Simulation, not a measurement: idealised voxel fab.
process module | voxel transistor to metal
cross-section cut | 170 nm wide | cells 5 nm
A cross-section is a grid of square cells, given in bands from the top down. A band is one or more rows of cells.
Each band's line starts with the height of the band's top and of its bottom, in nm. Then come its materials from left to right, each with its width in nm. One material with "throughout" fills the band from edge to edge. "air" is empty space.
Height 0 is the level under which the wafer as received is all one material. The lowest band goes on downwards, as in "0 down".
A width such as "30 to 40" changes by the same amount from each row of cells to the next, from the band's top row to its bottom row.
"no change" after a step means that no cell of the cross-section changed.
closed voids: empty space of 8 cells or more with no open way to the top, each as width x height at its distance from the left edge, in nm
after a step's settings: what the simulator itself notes on the step
overlay nm, on a step with a mask: how far to the right of its planned place the mask lay; to the left if negative
Each pair below shows a cross-section before one step and the cross-section after it, down to the lowest band that changed. The line under each pair gives the step between them, with its settings. The pairs can come from different runs of this module on the same starting wafer, so a pair continues from the pair above only where its "before" says so.
before
  30 to 20: SiO2 throughout
  20 to 0: SiO2 60 | SiN 10 | HfO2 5 | TiN 5 | W 5 | TiN 5 | HfO2 5 | SiN 10 | SiO2 65
  0 to -5: SiO2 60 | SiN 10 | HfO2 5 | TiN 15 | HfO2 5 | SiN 10 | SiO2 65
  -5 to -10: SiO2 55 | nSi 5 | SiO2 5 | HfO2 35 | SiO2 5 | nSi 5 | SiO2 60
  -10 to -15: SiO2 30 | nSi 30 | Si 45 | nSi 30 | SiO2 35
  -15 to -65: SiO2 30 | Si 105 | SiO2 35
  -65 down: Si throughout
  closed voids: none
after
  30 to 20: SiO2 35 | air 20 | SiO2 55 | air 20 | SiO2 40
  20 to 0: SiO2 35 | air 20 | SiO2 5 | SiN 10 | HfO2 5 | TiN 5 | W 5 | TiN 5 | HfO2 5 | SiN 10 | SiO2 5 | air 20 | SiO2 40
  0 to -5: SiO2 35 | air 20 | SiO2 5 | SiN 10 | HfO2 5 | TiN 15 | HfO2 5 | SiN 10 | SiO2 5 | air 20 | SiO2 40
  -5 to -10: SiO2 35 | air 20 | nSi 5 | SiO2 5 | HfO2 35 | SiO2 5 | nSi 5 | air 20 | SiO2 40
  below -10: unchanged
  closed voids: none
the step between: op MASKED_ETCH | tone open | mask id CONTACT | width nm 20 | pitch nm 75 | etch materials SiO2 | depth nm 40 | overlay nm 0
before: the cross-section after the pair above
after
  35 to 30: TiN 40 | air 10 | TiN 65 | air 10 | TiN 45
  30 to 20: SiO2 35 | TiN 5 | air 10 | TiN 5 | SiO2 55 | TiN 5 | air 10 | TiN 5 | SiO2 40
  20 to 0: SiO2 35 | TiN 5 | air 10 | TiN 5 | SiO2 5 | SiN 10 | HfO2 5 | TiN 5 | W 5 | TiN 5 | HfO2 5 | SiN 10 | SiO2 5 | TiN 5 | air 10 | TiN 5 | SiO2 40
  0 to -5: SiO2 35 | TiN 5 | air 10 | TiN 5 | SiO2 5 | SiN 10 | HfO2 5 | TiN 15 | HfO2 5 | SiN 10 | SiO2 5 | TiN 5 | air 10 | TiN 5 | SiO2 40
  -5 to -10: SiO2 35 | TiN 20 | nSi 5 | SiO2 5 | HfO2 35 | SiO2 5 | nSi 5 | TiN 20 | SiO2 40
  below -10: unchanged
  closed voids: none
the step between: op CONFORMAL_DEP | material TiN | thk nm 5
before: the cross-section after the pair above
after
  45 to 35: Ru throughout
  35 to 30: TiN 40 | Ru 10 | TiN 65 | Ru 10 | TiN 45
  30 to 20: SiO2 35 | TiN 5 | Ru 10 | TiN 5 | SiO2 55 | TiN 5 | Ru 10 | TiN 5 | SiO2 40
  20 to 0: SiO2 35 | TiN 5 | Ru 10 | TiN 5 | SiO2 5 | SiN 10 | HfO2 5 | TiN 5 | W 5 | TiN 5 | HfO2 5 | SiN 10 | SiO2 5 | TiN 5 | Ru 10 | TiN 5 | SiO2 40
  0 to -5: SiO2 35 | TiN 5 | Ru 10 | TiN 5 | SiO2 5 | SiN 10 | HfO2 5 | TiN 15 | HfO2 5 | SiN 10 | SiO2 5 | TiN 5 | Ru 10 | TiN 5 | SiO2 40
  below -5: unchanged
  closed voids: none
the step between: op FILL_DEP | material Ru | thk nm 10
before: the cross-section after the pair above
after
  30 to 20: SiO2 35 | TiN 5 | Ru 10 | TiN 5 | SiO2 55 | TiN 5 | Ru 10 | TiN 5 | SiO2 40
  below 20: unchanged
  closed voids: none
the step between: op CMP | height nm 30
before: the cross-section after the pair above
after
  35 to 30: SiCN throughout
  below 30: unchanged
  closed voids: none
the step between: op CONFORMAL_DEP | material SiCN | thk nm 5
before: the cross-section after the pair above
after
  60 to 35: SiO2 throughout
  below 35: unchanged
  closed voids: none
the step between: op DIRECTIONAL_DEP | material SiO2 | thk nm 25
before: the cross-section after the pair above
after
  70 to 60: aC throughout
  below 60: unchanged
  closed voids: none
the step between: op DIRECTIONAL_DEP | material aC | thk nm 10
before: the cross-section after the pair above
after
  100 to 70: resist 35 | air 20 | resist 55 | air 20 | resist 40
  below 70: unchanged
  closed voids: none
the step between: op PATTERN | tone open | mask id METAL_1 | material resist | width nm 20 | pitch nm 75 | thk nm 30 | overlay nm 0
before: the cross-section after the pair above
after
  90 to 70: resist 35 | air 20 | resist 55 | air 20 | resist 40
  70 to 60: aC 35 | air 20 | aC 55 | air 20 | aC 40
  below 60: unchanged
  closed voids: none
the step between: op DIRECTIONAL_ETCH | etch materials aC | depth nm 10
before: the cross-section after the pair above
after
  70 to 60: aC 35 | air 20 | aC 55 | air 20 | aC 40
  below 60: unchanged
  closed voids: none
the step between: op STRIP | etch materials resist
before: the cross-section after the pair above
after
  70 to 60: aC 35 | air 20 | aC 55 | air 20 | aC 40
  60 to 35: SiO2 35 | air 20 | SiO2 55 | air 20 | SiO2 40
  below 35: unchanged
  closed voids: none
the step between: op DIRECTIONAL_ETCH | etch materials SiO2 | depth nm 25
before: the cross-section after the pair above
after
  70 to 60: aC 35 | air 20 | aC 55 | air 20 | aC 40
  60 to 35: SiO2 35 | air 20 | SiO2 55 | air 20 | SiO2 40
  35 to 30: SiCN 35 | air 20 | SiCN 55 | air 20 | SiCN 40
  below 30: unchanged
  closed voids: none
the step between: op DIRECTIONAL_ETCH | etch materials SiCN | depth nm 5
before: the cross-section after the pair above
after
  60 to 35: SiO2 35 | air 20 | SiO2 55 | air 20 | SiO2 40
  below 35: unchanged
  closed voids: none
the step between: op STRIP | etch materials aC
before: the cross-section after the pair above
after
  65 to 60: TiN 40 | air 10 | TiN 65 | air 10 | TiN 45
  60 to 35: SiO2 35 | TiN 5 | air 10 | TiN 5 | SiO2 55 | TiN 5 | air 10 | TiN 5 | SiO2 40
  35 to 30: SiCN 35 | TiN 20 | SiCN 55 | TiN 20 | SiCN 40
  below 30: unchanged
  closed voids: none
the step between: op CONFORMAL_DEP | material TiN | thk nm 5
before: the cross-section after the pair above
after
  70 to 65: Cu throughout
  65 to 60: TiN 40 | Cu 10 | TiN 65 | Cu 10 | TiN 45
  60 to 35: SiO2 35 | TiN 5 | Cu 10 | TiN 5 | SiO2 55 | TiN 5 | Cu 10 | TiN 5 | SiO2 40
  below 35: unchanged
  closed voids: none
the step between: op FILL_DEP | material Cu | thk nm 5
before: the cross-section after the pair above
after
  60 to 35: SiO2 35 | TiN 5 | Cu 10 | TiN 5 | SiO2 55 | TiN 5 | Cu 10 | TiN 5 | SiO2 40
  below 35: unchanged
  closed voids: none
the step between: op CMP | height nm 60
before: the cross-section after the pair above
after
  65 to 60: SiN throughout
  below 60: unchanged
  closed voids: none
the step between: op CONFORMAL_DEP | material SiN | thk nm 5
before
  30 to 20: SiO2 35 | TiN 5 | Ru 10 | TiN 5 | SiO2 55 | TiN 5 | Ru 10 | TiN 5 | SiO2 40
  20 to 0: SiO2 35 | TiN 5 | Ru 10 | TiN 5 | SiO2 5 | SiN 10 | HfO2 5 | TiN 5 | W 5 | TiN 5 | HfO2 5 | SiN 10 | SiO2 5 | TiN 5 | Ru 10 | TiN 5 | SiO2 40
  0 to -5: SiO2 35 | TiN 5 | Ru 10 | TiN 5 | SiO2 5 | SiN 10 | HfO2 5 | TiN 15 | HfO2 5 | SiN 10 | SiO2 5 | TiN 5 | Ru 10 | TiN 5 | SiO2 40
  -5 to -10: SiO2 35 | TiN 20 | nSi 5 | SiO2 5 | HfO2 35 | SiO2 5 | nSi 5 | TiN 20 | SiO2 40
  -10 to -15: SiO2 30 | nSi 30 | Si 45 | nSi 30 | SiO2 35
  -15 to -35: SiO2 30 | Si 105 | SiO2 35
  -35 down: Si throughout
  closed voids: none
after
  55 to 30: SiO2 throughout
  below 30: unchanged
  closed voids: none
the step between: op DIRECTIONAL_DEP | material SiO2 | thk nm 25
before: the cross-section after the pair above
after
  60 to 55: SiCN throughout
  below 55: unchanged
  closed voids: none
the step between: op CONFORMAL_DEP | material SiCN | thk nm 5
before: the cross-section after the pair above
after
  70 to 60: aC throughout
  below 60: unchanged
  closed voids: none
the step between: op DIRECTIONAL_DEP | material aC | thk nm 10
before: the cross-section after the pair above
after
  100 to 70: resist 35 | air 20 | resist 55 | air 20 | resist 40
  below 70: unchanged
  closed voids: none
the step between: op PATTERN | tone open | mask id METAL_1 | material resist | width nm 20 | pitch nm 75 | thk nm 30 | overlay nm 0
before: the cross-section after the pair above
after
  90 to 70: resist 35 | air 20 | resist 55 | air 20 | resist 40
  70 to 60: aC 35 | air 20 | aC 55 | air 20 | aC 40
  below 60: unchanged
  closed voids: none
the step between: op DIRECTIONAL_ETCH | etch materials aC | depth nm 10
before: the cross-section after the pair above
after
  70 to 60: aC 35 | air 20 | aC 55 | air 20 | aC 40
  below 60: unchanged
  closed voids: none
the step between: op STRIP | etch materials resist
before: the cross-section after the pair above
after
  70 to 60: aC 35 | air 20 | aC 55 | air 20 | aC 40
  60 to 55: SiCN 35 | air 20 | SiCN 55 | air 20 | SiCN 40
  below 55: unchanged
  closed voids: none
the step between: op DIRECTIONAL_ETCH | etch materials SiCN | depth nm 5
before: the cross-section after the pair above
after
  60 to 55: SiCN 35 | air 20 | SiCN 55 | air 20 | SiCN 40
  below 55: unchanged
  closed voids: none
the step between: op STRIP | etch materials aC
before: the cross-section after the pair above
after
  65 to 60: TiN 40 | air 10 | TiN 65 | air 10 | TiN 45
  60 to 55: SiCN 35 | TiN 20 | SiCN 55 | TiN 20 | SiCN 40
  below 55: unchanged
  closed voids: none
the step between: op CONFORMAL_DEP | material TiN | thk nm 5
before: the cross-section after the pair above
after
  70 to 65: Cu throughout
  65 to 60: TiN 40 | Cu 10 | TiN 65 | Cu 10 | TiN 45
  below 60: unchanged
  closed voids: none
the step between: op FILL_DEP | material Cu | thk nm 5
before: the cross-section after the pair above
after
  60 to 55: SiCN 35 | TiN 20 | SiCN 55 | TiN 20 | SiCN 40
  below 55: unchanged
  closed voids: none
the step between: op CMP | height nm 60
before: the cross-section after the pair above
after
  65 to 60: SiN throughout
  below 60: unchanged
  closed voids: none
the step between: op CONFORMAL_DEP | material SiN | thk nm 5
before
  20 to 10: air 30 | aC 105 | air 35
  10 to 0: air 30 | SiN 105 | air 35
  0 to -5: air 30 | SiO2 105 | air 35
  -5 down: Si throughout
  closed voids: none
after
  20 to 10: air 30 | aC 105 | air 35
  10 to 0: air 30 | SiN 105 | air 35
  0 to -5: air 30 | SiO2 105 | air 35
  -5 to -45: air 30 | Si 105 | air 35
  below -45: unchanged
  closed voids: none
the step between: op DIRECTIONAL_ETCH | etch materials Si | depth nm 40
before: the cross-section after the pair above
after
  10 to 0: air 30 | SiN 105 | air 35
  below 0: unchanged
  closed voids: none
the step between: op STRIP | etch materials aC
before: the cross-section after the pair above
after
  20 to 10: SiO2 throughout
  10 to 0: SiO2 30 | SiN 105 | SiO2 35
  0 to -5: SiO2 throughout
  -5 to -45: SiO2 30 | Si 105 | SiO2 35
  below -45: unchanged
  closed voids: none
the step between: op FILL_DEP | material SiO2 | thk nm 10
before: the cross-section after the pair above
after
  10 to 0: SiO2 30 | SiN 105 | SiO2 35
  below 0: unchanged
  closed voids: none
the step between: op CMP | height nm 10
before: the cross-section after the pair above
after
  10 to 0: air 30 | SiN 105 | air 35
  below 0: unchanged
  closed voids: none
the step between: op SELECTIVE_ETCH | etch materials SiO2 | depth nm 10
before: the cross-section after the pair above
after
  0 to -5: SiO2 throughout
  below -5: unchanged
  closed voids: none
the step between: op STRIP | etch materials SiN
before: the cross-section after the pair above
after
  -5 to -45: SiO2 30 | Si 105 | SiO2 35
  below -45: unchanged
  closed voids: none
the step between: op SELECTIVE_ETCH | etch materials SiO2 | depth nm 5
before: the cross-section after the pair above
after
  -5 to -10: SiO2 throughout
  below -10: unchanged
  closed voids: none
the step between: op OXIDIZE | depth nm 5
before: the cross-section after the pair above
after
  25 to -5: polySi throughout
  below -5: unchanged
  closed voids: none
the step between: op DIRECTIONAL_DEP | material polySi | thk nm 30
before: the cross-section after the pair above
after
  40 to 25: SiCN throughout
  below 25: unchanged
  closed voids: none
the step between: op DIRECTIONAL_DEP | material SiCN | thk nm 15
before: the cross-section after the pair above
after
  50 to 40: aC throughout
  below 40: unchanged
  closed voids: none
the step between: op DIRECTIONAL_DEP | material aC | thk nm 10
before: the cross-section after the pair above
after
  75 to 50: air 70 | resist 25 | air 75
  below 50: unchanged
  closed voids: none
the step between: op PATTERN | tone cover | mask id GATE | material resist | width nm 25 | thk nm 25 | overlay nm 0
before: the cross-section after the pair above
after
  65 to 50: air 70 | resist 25 | air 75
  50 to 40: air 70 | aC 25 | air 75
  below 40: unchanged
  closed voids: none
the step between: op DIRECTIONAL_ETCH | etch materials aC | depth nm 10
before: the cross-section after the pair above
after
  50 to 40: air 70 | aC 25 | air 75
  below 40: unchanged
  closed voids: none
the step between: op STRIP | etch materials resist
before: the cross-section after the pair above
after
  50 to 40: air 70 | aC 25 | air 75
  40 to 25: air 70 | SiCN 25 | air 75
  below 25: unchanged
  closed voids: none
the step between: op DIRECTIONAL_ETCH | etch materials SiCN | depth nm 25
before: the cross-section after the pair above
after
  50 to 40: air 70 | aC 25 | air 75
  40 to 25: air 70 | SiCN 25 | air 75
  25 to -5: air 70 | polySi 25 | air 75
  below -5: unchanged
  closed voids: none
the step between: op DIRECTIONAL_ETCH | etch materials polySi | depth nm 40
before: the cross-section after the pair above
after
  40 to 25: air 70 | SiCN 25 | air 75
  below 25: unchanged
  closed voids: none
the step between: op STRIP | etch materials aC
before: the cross-section after the pair above
after
  50 to 40: air 60 | SiN 45 | air 65
  40 to 25: air 60 | SiN 10 | SiCN 25 | SiN 10 | air 65
  25 to 5: air 60 | SiN 10 | polySi 25 | SiN 10 | air 65
  5 to -5: SiN 70 | polySi 25 | SiN 75
  below -5: unchanged
  closed voids: none
the step between: op CONFORMAL_DEP | material SiN | thk nm 10
before: the cross-section after the pair above
after
  40 to 25: air 60 | SiN 10 | SiCN 25 | SiN 10 | air 65
  25 to -5: air 60 | SiN 10 | polySi 25 | SiN 10 | air 65
  below -5: unchanged
  closed voids: none
the step between: op DIRECTIONAL_ETCH | etch materials SiN | depth nm 10
before: the cross-section after the pair above
after
  40 to 25: air 60 | SiN 10 | SiCN 25 | SiN 10 | air 65
  25 to -5: air 60 | SiN 10 | polySi 25 | SiN 10 | air 65
  -5 to -10: air 60 | SiO2 45 | air 65
  below -10: unchanged
  closed voids: none
the step between: op DIRECTIONAL_ETCH | etch materials SiO2 | depth nm 5
before: the cross-section after the pair above
after
  40 to 25: air 60 | SiN 10 | SiCN 25 | SiN 10 | air 65
  25 to -5: air 60 | SiN 10 | polySi 25 | SiN 10 | air 65
  -5 to -10: air 60 | SiO2 45 | air 65
  -10 to -15: SiO2 30 | air 30 | Si 45 | air 30 | SiO2 35
  below -15: unchanged
  closed voids: none
the step between: op DIRECTIONAL_ETCH | etch materials Si | depth nm 5
before: the cross-section after the pair above
after
  40 to 25: air 60 | SiN 10 | SiCN 25 | SiN 10 | air 65
  25 to -5: air 60 | SiN 10 | polySi 25 | SiN 10 | air 65
  -5 to -10: air 55 | nSi 5 | SiO2 45 | nSi 5 | air 60
  -10 to -15: SiO2 30 | nSi 30 | Si 45 | nSi 30 | SiO2 35
  below -15: unchanged
  closed voids: none
the step between: op EPI | material nSi | thk nm 5
before: the cross-section after the pair above
after
  45 to 40: SiO2 throughout
  40 to 25: SiO2 60 | SiN 10 | SiCN 25 | SiN 10 | SiO2 65
  25 to -5: SiO2 60 | SiN 10 | polySi 25 | SiN 10 | SiO2 65
  -5 to -10: SiO2 55 | nSi 5 | SiO2 45 | nSi 5 | SiO2 60
  below -10: unchanged
  closed voids: none
the step between: op FILL_DEP | material SiO2 | thk nm 5
before: the cross-section after the pair above
after
  25 to -5: SiO2 60 | SiN 10 | polySi 25 | SiN 10 | SiO2 65
  below -5: unchanged
  closed voids: none
the step between: op CMP | height nm 25
before: the cross-section after the pair above
after
  25 to -5: SiO2 60 | SiN 10 | air 25 | SiN 10 | SiO2 65
  below -5: unchanged
  closed voids: none
the step between: op STRIP | etch materials polySi
before: the cross-section after the pair above
after
  25 to 20: air 60 | SiN 10 | air 25 | SiN 10 | air 65
  20 to -5: SiO2 60 | SiN 10 | air 25 | SiN 10 | SiO2 65
  -5 to -10: SiO2 55 | nSi 5 | SiO2 5 | air 35 | SiO2 5 | nSi 5 | SiO2 60
  below -10: unchanged
  closed voids: none
the step between: op SELECTIVE_ETCH | etch materials SiO2 | depth nm 5
before: the cross-section after the pair above
after
  30 to 25: air 55 | HfO2 20 | air 15 | HfO2 20 | air 60
  25 to 20: HfO2 60 | SiN 10 | HfO2 5 | air 15 | HfO2 5 | SiN 10 | HfO2 65
  20 to -5: SiO2 60 | SiN 10 | HfO2 5 | air 15 | HfO2 5 | SiN 10 | SiO2 65
  -5 to -10: SiO2 55 | nSi 5 | SiO2 5 | HfO2 35 | SiO2 5 | nSi 5 | SiO2 60
  below -10: unchanged
  closed voids: none
the step between: op CONFORMAL_DEP | material HfO2 | thk nm 5
before: the cross-section after the pair above
after
  35 to 30: air 50 | TiN 30 | air 5 | TiN 30 | air 55
  30 to 25: TiN 55 | HfO2 20 | TiN 5 | air 5 | TiN 5 | HfO2 20 | TiN 60
  25 to 20: HfO2 60 | SiN 10 | HfO2 5 | TiN 5 | air 5 | TiN 5 | HfO2 5 | SiN 10 | HfO2 65
  20 to 0: SiO2 60 | SiN 10 | HfO2 5 | TiN 5 | air 5 | TiN 5 | HfO2 5 | SiN 10 | SiO2 65
  0 to -5: SiO2 60 | SiN 10 | HfO2 5 | TiN 15 | HfO2 5 | SiN 10 | SiO2 65
  below -5: unchanged
  closed voids: none
the step between: op CONFORMAL_DEP | material TiN | thk nm 5
before: the cross-section after the pair above
after
  40 to 35: W throughout
  35 to 30: W 50 | TiN 30 | W 5 | TiN 30 | W 55
  30 to 25: TiN 55 | HfO2 20 | TiN 5 | W 5 | TiN 5 | HfO2 20 | TiN 60
  25 to 20: HfO2 60 | SiN 10 | HfO2 5 | TiN 5 | W 5 | TiN 5 | HfO2 5 | SiN 10 | HfO2 65
  20 to 0: SiO2 60 | SiN 10 | HfO2 5 | TiN 5 | W 5 | TiN 5 | HfO2 5 | SiN 10 | SiO2 65
  below 0: unchanged
  closed voids: none
the step between: op FILL_DEP | material W | thk nm 5
before: the cross-section after the pair above
after
  20 to 0: SiO2 60 | SiN 10 | HfO2 5 | TiN 5 | W 5 | TiN 5 | HfO2 5 | SiN 10 | SiO2 65
  below 0: unchanged
  closed voids: none
the step between: op CMP | height nm 20
before: the cross-section after the pair above
after
  30 to 20: SiO2 throughout
  below 20: unchanged
  closed voids: none
the step between: op DIRECTIONAL_DEP | material SiO2 | thk nm 10
before: the cross-section after the pair above
after
  30 to 20: SiO2 35 | air 20 | SiO2 55 | air 20 | SiO2 40
  20 to 0: SiO2 35 | air 20 | SiO2 5 | SiN 10 | HfO2 5 | TiN 5 | W 5 | TiN 5 | HfO2 5 | SiN 10 | SiO2 5 | air 20 | SiO2 40
  0 to -5: SiO2 35 | air 20 | SiO2 5 | SiN 10 | HfO2 5 | TiN 15 | HfO2 5 | SiN 10 | SiO2 5 | air 20 | SiO2 40
  -5 to -10: SiO2 35 | air 20 | nSi 5 | SiO2 5 | HfO2 35 | SiO2 5 | nSi 5 | air 20 | SiO2 40
  below -10: unchanged
  closed voids: none
the step between: op MASKED_ETCH | tone open | mask id CONTACT | width nm 20 | pitch nm 75 | etch materials SiO2 | depth nm 40 | overlay nm 0
before: the cross-section after the pair above
after
  35 to 30: TiN 40 | air 10 | TiN 65 | air 10 | TiN 45
  30 to 20: SiO2 35 | TiN 5 | air 10 | TiN 5 | SiO2 55 | TiN 5 | air 10 | TiN 5 | SiO2 40
  20 to 0: SiO2 35 | TiN 5 | air 10 | TiN 5 | SiO2 5 | SiN 10 | HfO2 5 | TiN 5 | W 5 | TiN 5 | HfO2 5 | SiN 10 | SiO2 5 | TiN 5 | air 10 | TiN 5 | SiO2 40
  0 to -5: SiO2 35 | TiN 5 | air 10 | TiN 5 | SiO2 5 | SiN 10 | HfO2 5 | TiN 15 | HfO2 5 | SiN 10 | SiO2 5 | TiN 5 | air 10 | TiN 5 | SiO2 40
  -5 to -10: SiO2 35 | TiN 20 | nSi 5 | SiO2 5 | HfO2 35 | SiO2 5 | nSi 5 | TiN 20 | SiO2 40
  below -10: unchanged
  closed voids: none
the step between: op CONFORMAL_DEP | material TiN | thk nm 5
before: the cross-section after the pair above
after
  45 to 35: Ru throughout
  35 to 30: TiN 40 | Ru 10 | TiN 65 | Ru 10 | TiN 45
  30 to 20: SiO2 35 | TiN 5 | Ru 10 | TiN 5 | SiO2 55 | TiN 5 | Ru 10 | TiN 5 | SiO2 40
  20 to 0: SiO2 35 | TiN 5 | Ru 10 | TiN 5 | SiO2 5 | SiN 10 | HfO2 5 | TiN 5 | W 5 | TiN 5 | HfO2 5 | SiN 10 | SiO2 5 | TiN 5 | Ru 10 | TiN 5 | SiO2 40
  0 to -5: SiO2 35 | TiN 5 | Ru 10 | TiN 5 | SiO2 5 | SiN 10 | HfO2 5 | TiN 15 | HfO2 5 | SiN 10 | SiO2 5 | TiN 5 | Ru 10 | TiN 5 | SiO2 40
  below -5: unchanged
  closed voids: none
the step between: op FILL_DEP | material Ru | thk nm 10
before: the cross-section after the pair above
after
  30 to 20: SiO2 35 | TiN 5 | Ru 10 | TiN 5 | SiO2 55 | TiN 5 | Ru 10 | TiN 5 | SiO2 40
  below 20: unchanged
  closed voids: none
the step between: op CMP | height nm 30
before: the cross-section after the pair above
after
  35 to 30: SiCN throughout
  below 30: unchanged
  closed voids: none
the step between: op CONFORMAL_DEP | material SiCN | thk nm 5
before: the cross-section after the pair above
after
  60 to 35: SiO2 throughout
  below 35: unchanged
  closed voids: none
the step between: op DIRECTIONAL_DEP | material SiO2 | thk nm 25
before: the cross-section after the pair above
after
  70 to 60: aC throughout
  below 60: unchanged
  closed voids: none
the step between: op DIRECTIONAL_DEP | material aC | thk nm 10
before: the cross-section after the pair above
after
  100 to 70: resist 35 | air 20 | resist 55 | air 20 | resist 40
  below 70: unchanged
  closed voids: none
the step between: op PATTERN | tone open | mask id METAL_1 | material resist | width nm 20 | pitch nm 75 | thk nm 30 | overlay nm 0
before: the cross-section after the pair above
after
  90 to 70: resist 35 | air 20 | resist 55 | air 20 | resist 40
  70 to 60: aC 35 | air 20 | aC 55 | air 20 | aC 40
  below 60: unchanged
  closed voids: none
the step between: op DIRECTIONAL_ETCH | etch materials aC | depth nm 10
before: the cross-section after the pair above
after
  70 to 60: aC 35 | air 20 | aC 55 | air 20 | aC 40
  below 60: unchanged
  closed voids: none
the step between: op STRIP | etch materials resist
before: the cross-section after the pair above
after
  70 to 60: aC 35 | air 20 | aC 55 | air 20 | aC 40
  60 to 35: SiO2 35 | air 20 | SiO2 55 | air 20 | SiO2 40
  below 35: unchanged
  closed voids: none
the step between: op DIRECTIONAL_ETCH | etch materials SiO2 | depth nm 25
before: the cross-section after the pair above
after
  70 to 60: aC 35 | air 20 | aC 55 | air 20 | aC 40
  60 to 35: SiO2 35 | air 20 | SiO2 55 | air 20 | SiO2 40
  35 to 30: SiCN 35 | air 20 | SiCN 55 | air 20 | SiCN 40
  below 30: unchanged
  closed voids: none
the step between: op DIRECTIONAL_ETCH | etch materials SiCN | depth nm 5
before: the cross-section after the pair above
after
  60 to 35: SiO2 35 | air 20 | SiO2 55 | air 20 | SiO2 40
  below 35: unchanged
  closed voids: none
the step between: op STRIP | etch materials aC
before: the cross-section after the pair above
after
  65 to 60: TiN 40 | air 10 | TiN 65 | air 10 | TiN 45
  60 to 35: SiO2 35 | TiN 5 | air 10 | TiN 5 | SiO2 55 | TiN 5 | air 10 | TiN 5 | SiO2 40
  35 to 30: SiCN 35 | TiN 20 | SiCN 55 | TiN 20 | SiCN 40
  below 30: unchanged
  closed voids: none
the step between: op CONFORMAL_DEP | material TiN | thk nm 5
before: the cross-section after the pair above
after
  70 to 65: Cu throughout
  65 to 60: TiN 40 | Cu 10 | TiN 65 | Cu 10 | TiN 45
  60 to 35: SiO2 35 | TiN 5 | Cu 10 | TiN 5 | SiO2 55 | TiN 5 | Cu 10 | TiN 5 | SiO2 40
  below 35: unchanged
  closed voids: none
the step between: op FILL_DEP | material Cu | thk nm 5
before: the cross-section after the pair above
after
  60 to 35: SiO2 35 | TiN 5 | Cu 10 | TiN 5 | SiO2 55 | TiN 5 | Cu 10 | TiN 5 | SiO2 40
  below 35: unchanged
  closed voids: none
the step between: op CMP | height nm 60
before: the cross-section after the pair above
after
  65 to 60: SiN throughout
  below 60: unchanged
  closed voids: none
the step between: op CONFORMAL_DEP | material SiN | thk nm 5
before
  50 to 40: aC throughout
  40 to 25: SiCN throughout
  25 to -5: polySi throughout
  -5 to -10: SiO2 throughout
  -10 to -35: SiO2 30 | Si 105 | SiO2 35
  -35 down: Si throughout
  closed voids: none
after
  75 to 50: air 75 | resist 20 | air 75
  below 50: unchanged
  closed voids: none
the step between: op PATTERN | tone cover | mask id GATE | material resist | width nm 20 | thk nm 25 | overlay nm 0
before: the cross-section after the pair above
after
  65 to 50: air 75 | resist 20 | air 75
  50 to 40: air 75 | aC 20 | air 75
  below 40: unchanged
  closed voids: none
the step between: op DIRECTIONAL_ETCH | etch materials aC | depth nm 10
before: the cross-section after the pair above
after
  50 to 40: air 75 | aC 20 | air 75
  below 40: unchanged
  closed voids: none
the step between: op STRIP | etch materials resist
before: the cross-section after the pair above
after
  50 to 40: air 75 | aC 20 | air 75
  40 to 25: air 75 | SiCN 20 | air 75
  below 25: unchanged
  closed voids: none
the step between: op DIRECTIONAL_ETCH | etch materials SiCN | depth nm 25
before: the cross-section after the pair above
after
  50 to 40: air 75 | aC 20 | air 75
  40 to 25: air 75 | SiCN 20 | air 75
  25 to -5: air 75 | polySi 20 | air 75
  below -5: unchanged
  closed voids: none
the step between: op DIRECTIONAL_ETCH | etch materials polySi | depth nm 40
before: the cross-section after the pair above
after
  40 to 25: air 75 | SiCN 20 | air 75
  below 25: unchanged
  closed voids: none
the step between: op STRIP | etch materials aC
before: the cross-section after the pair above
after
  50 to 40: air 65 | SiN 40 | air 65
  40 to 25: air 65 | SiN 10 | SiCN 20 | SiN 10 | air 65
  25 to 5: air 65 | SiN 10 | polySi 20 | SiN 10 | air 65
  5 to -5: SiN 75 | polySi 20 | SiN 75
  below -5: unchanged
  closed voids: none
the step between: op CONFORMAL_DEP | material SiN | thk nm 10
before: the cross-section after the pair above
after
  40 to 25: air 65 | SiN 10 | SiCN 20 | SiN 10 | air 65
  25 to -5: air 65 | SiN 10 | polySi 20 | SiN 10 | air 65
  below -5: unchanged
  closed voids: none
the step between: op DIRECTIONAL_ETCH | etch materials SiN | depth nm 10
before: the cross-section after the pair above
after
  40 to 25: air 65 | SiN 10 | SiCN 20 | SiN 10 | air 65
  25 to -5: air 65 | SiN 10 | polySi 20 | SiN 10 | air 65
  -5 to -10: air 65 | SiO2 40 | air 65
  below -10: unchanged
  closed voids: none
the step between: op DIRECTIONAL_ETCH | etch materials SiO2 | depth nm 5
before: the cross-section after the pair above
after
  40 to 25: air 65 | SiN 10 | SiCN 20 | SiN 10 | air 65
  25 to -5: air 65 | SiN 10 | polySi 20 | SiN 10 | air 65
  -5 to -10: air 65 | SiO2 40 | air 65
  -10 to -15: SiO2 30 | air 35 | Si 40 | air 30 | SiO2 35
  below -15: unchanged
  closed voids: none
the step between: op DIRECTIONAL_ETCH | etch materials Si | depth nm 5
before: the cross-section after the pair above
after
  40 to 25: air 65 | SiN 10 | SiCN 20 | SiN 10 | air 65
  25 to -5: air 65 | SiN 10 | polySi 20 | SiN 10 | air 65
  -5 to -10: air 60 | nSi 5 | SiO2 40 | nSi 5 | air 60
  -10 to -15: SiO2 30 | nSi 35 | Si 40 | nSi 30 | SiO2 35
  below -15: unchanged
  closed voids: none
the step between: op EPI | material nSi | thk nm 5
before: the cross-section after the pair above
after
  45 to 40: SiO2 throughout
  40 to 25: SiO2 65 | SiN 10 | SiCN 20 | SiN 10 | SiO2 65
  25 to -5: SiO2 65 | SiN 10 | polySi 20 | SiN 10 | SiO2 65
  -5 to -10: SiO2 60 | nSi 5 | SiO2 40 | nSi 5 | SiO2 60
  below -10: unchanged
  closed voids: none
the step between: op FILL_DEP | material SiO2 | thk nm 5
before: the cross-section after the pair above
after
  25 to -5: SiO2 65 | SiN 10 | polySi 20 | SiN 10 | SiO2 65
  below -5: unchanged
  closed voids: none
the step between: op CMP | height nm 25
before: the cross-section after the pair above
after
  25 to -5: SiO2 65 | SiN 10 | air 20 | SiN 10 | SiO2 65
  below -5: unchanged
  closed voids: none
the step between: op STRIP | etch materials polySi
before: the cross-section after the pair above
after
  25 to 20: air 65 | SiN 10 | air 20 | SiN 10 | air 65
  20 to -5: SiO2 65 | SiN 10 | air 20 | SiN 10 | SiO2 65
  -5 to -10: SiO2 60 | nSi 5 | SiO2 5 | air 30 | SiO2 5 | nSi 5 | SiO2 60
  below -10: unchanged
  closed voids: none
the step between: op SELECTIVE_ETCH | etch materials SiO2 | depth nm 5
